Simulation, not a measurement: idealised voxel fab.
Process module name: voxel capacitor over wiring
Square cells of 5 nm make up the cross-section cut, whose width is 190 nm.
Cross-section, as written here: a square-cell grid given band by band from the top down, where a band holds one or more rows of cells.
Band: top and bottom heights (nm) first, top before bottom; then materials from left to right, widths in nm. "edge to edge" marks a sole material filling the band edge to edge. "empty" denotes empty space.
Below 0: as-received wafer, all one material; heights counted from there. Lowest band: no bottom, goes on down, written "0 and below".
Graded width ("30..40"): value in top row of band = first number; value in bottom row = second number; row-to-row change constant.
A step reported as "stayed the same" is a step in which no cell of the cross-section changed.
The entry titled "Enclosed void inventory" provides the empty spaces that have no open way to the top, restricted to those of 8 cells or more. Each is presented as width x height at distance, the distance being measured from the left edge, with all three in nm.
Where a step's line continues beyond its settings, the continuation is a remark by the simulator itself on that step.
A step's line can hold "overlay nm"; with a mask on that step, the setting says how far right of the planned place the mask lay, while a negative setting says it lay to the left.

This section lists the process steps that were planned
1: RECEIVE,material Si
2: CONFORMAL_DEP,material SiO2,thk nm 10
3: CONFORMAL_DEP,material SiCN,thk nm 5
4: DIRECTIONAL_DEP,material SiO2,thk nm 20
5: MASKED_ETCH,tone open,mask id METAL_1,width nm 25,pitch nm 75,etch materials SiO2,depth nm 20,overlay nm 0
6: MASKED_ETCH,tone open,mask id METAL_1,width nm 25,pitch nm 75,etch materials SiCN,depth nm 5,overlay nm 0
7: CONFORMAL_DEP,material TiN,thk nm 5
8: FILL_DEP,material Ru,thk nm 10
9: CMP,height nm 35
10: CONFORMAL_DEP,material SiCN,thk nm 5
11: DIRECTIONAL_DEP,material SiO2,thk nm 20
12: PATTERN,tone open,mask id PLUG_1,material resist,width nm 15,thk nm 15,overlay nm 0
13: DIRECTIONAL_ETCH,etch materials SiO2,depth nm 20
14: DIRECTIONAL_ETCH,etch materials SiCN,depth nm 5
15: STRIP,etch materials resist
16: EPI,material Ru,thk nm 10
17: EPI,material Ru,thk nm 10
18: EPI,material Ru,thk nm 5
19: DIRECTIONAL_DEP,material TiN,thk nm 5
20: DIRECTIONAL_DEP,material SiN,thk nm 5
21: DIRECTIONAL_DEP,material TiN,thk nm 10
22: DIRECTIONAL_DEP,material aC,thk nm 10
23: PATTERN,tone cover,mask id UPPER_PLATE,material resist,width nm 55,thk nm 30,overlay nm 0
24: DIRECTIONAL_ETCH,etch materials aC,depth nm 10
25: STRIP,etch materials resist
26: DIRECTIONAL_ETCH,etch materials TiN,depth nm 10
27: DIRECTIONAL_ETCH,etch materials SiN,depth nm 5
28: STRIP,etch materials aC
29: DIRECTIONAL_DEP,material aC,thk nm 10
30: PATTERN,tone cover,mask id LOWER_PLATE,material resist,width nm 65,thk nm 30,overlay nm 0
31: DIRECTIONAL_ETCH,etch materials aC,depth nm 10
32: STRIP,etch materials resist
33: DIRECTIONAL_ETCH,etch materials TiN,depth nm 5
34: STRIP,etch materials aC
35: FILL_DEP,material SiO2,thk nm 20
36: CMP,height nm 95
37: MASKED_ETCH,tone open,mask id PLUG_2,width nm 15,etch materials SiO2,depth nm 15,overlay nm 0
38: CONFORMAL_DEP,material TiN,thk nm 5
39: FILL_DEP,material Ru,thk nm 5
40: CMP,height nm 95
41: CONFORMAL_DEP,material SiN,thk nm 5

Incoming wafer, cross-sectional view, post step 1
* 0 and below | Si edge to edge
* Enclosed void inventory: none

As-planned run: cross-section of the first of two wafers at end of module
* 100 down to 95 | SiN edge to edge
* 95 down to 85 | 65 SiO2  5 TiN  5 Ru  5 TiN  110 SiO2
* 85 down to 80 | 65 SiO2  15 TiN  110 SiO2
* 80 down to 70 | 55 SiO2  55 TiN  80 SiO2
* 70 down to 65 | 55 SiO2  55 SiN  80 SiO2
* 65 down to 60 | 50 SiO2  65 TiN  75 SiO2
* 60 down to 40 | 55 SiO2  15 Ru  120 SiO2
* 40 down to 35 | 55 SiCN  15 Ru  120 SiCN
* 35 down to 15 | 45 SiO2  5 TiN  15 Ru  5 TiN  50 SiO2  5 TiN  15 Ru  5 TiN  45 SiO2
* 15 down to 10 | 45 SiCN  25 TiN  50 SiCN  25 TiN  45 SiCN
* 10 down to 0 | SiO2 edge to edge
* 0 and below | Si edge to edge
* Enclosed void inventory: none

second wafer at the end: like start, like plan, one mistake
* 100 down to 95 | SiN edge to edge
* 95 down to 85 | 65 SiO2  5 TiN  5 Ru  5 TiN  110 SiO2
* 85 down to 80 | 65 SiO2  15 TiN  110 SiO2
* 80 down to 70 | 55 SiO2  55 TiN  80 SiO2
* 70 down to 65 | 55 SiO2  55 SiN  80 SiO2
* 65 down to 60 | 50 SiO2  65 TiN  75 SiO2
* 60 down to 40 | 55 SiO2  15 Ru  120 SiO2
* 40 down to 35 | 55 SiCN  15 Ru  120 SiCN
* 35 down to 20 | 40 SiO2  5 TiN  25 Ru  5 TiN  40 SiO2  5 TiN  25 Ru  5 TiN  40 SiO2
* 20 down to 15 | 40 SiO2  10 TiN  15 Ru  10 TiN  40 SiO2  10 TiN  15 Ru  10 TiN  40 SiO2
* 15 down to 10 | 45 SiCN  25 TiN  50 SiCN  25 TiN  45 SiCN
* 10 down to 0 | SiO2 edge to edge
* 0 and below | Si edge to edge
* Enclosed void inventory: none
So what did we get wrong on this run? step 5 ran with different settings than intended, the actual operation and settings being MASKED_ETCH,tone open,mask id METAL_1,width nm 35,pitch nm 75,etch materials SiO2,depth nm 20,overlay nm 0
Upon completion, the second wafer contains, in terms of cells, a greater or smaller amount of certain materials than the first wafer: Ru: 12 more | SiO2: 16 fewer | TiN: 4 more
